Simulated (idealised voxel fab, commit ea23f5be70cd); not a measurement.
process module | voxel plated lines
cross-section cut | 295 nm wide | cells 5 nm
A cross-section is a grid of square cells, given in bands from the top down. A band is one or more rows of cells.
Each band's line starts with the height of the band's top and of its bottom, in nm. Then come its materials from left to right, each with its width in nm. One material with "throughout" fills the band from edge to edge. "air" is empty space.
Height 0 is the level under which the wafer as received is all one material. The lowest band goes on downwards, as in "0 down".
A width such as "30 to 40" changes by the same amount from each row of cells to the next, from the band's top row to its bottom row.
"no change" after a step means that no cell of the cross-section changed.
closed voids: empty space of 8 cells or more with no open way to the top, each as width x height at its distance from the left edge, in nm
after a step's settings: what the simulator itself notes on the step
overlay nm, on a step with a mask: how far to the right of its planned place the mask lay; to the left if negative
plan
1 op RECEIVE | material Si
2 op CONFORMAL_DEP | material Al2O3 | thk nm 10
3 op DIRECTIONAL_DEP | material TiN | thk nm 5
4 op PATTERN | tone open | mask id LINES | material resist | width nm 20 | pitch nm 60 | thk nm 20 | overlay nm 0
5 op EPI | material Ru | thk nm 10
6 op STRIP | etch materials resist
7 op DIRECTIONAL_ETCH | etch materials TiN | depth nm 5
8 op CONFORMAL_DEP | material SiN | thk nm 10
varied across the wafers: width nm of step 4. The plan shows the first wafer's value. All wafers start alike
first wafer as received, after step 1
  0 down: Si throughout
  closed voids: none
each wafer at the end: cells of each material gained (+) or lost (-) since it was received, then its closed voids
width nm 20 | +118 Al2O3 | +24 Ru | +154 SiN | +12 TiN | closed voids: none
width nm 25 | +118 Al2O3 | +30 Ru | +154 SiN | +15 TiN | closed voids: none
width nm 30 | +118 Al2O3 | +36 Ru | +154 SiN | +18 TiN | closed voids: none
width nm 35 | +118 Al2O3 | +42 Ru | +154 SiN | +21 TiN | closed voids: none
width nm 40 | +118 Al2O3 | +48 Ru | +154 SiN | +24 TiN | closed voids: none
width nm 45 | +118 Al2O3 | +54 Ru | +148 SiN | +27 TiN | closed voids: none
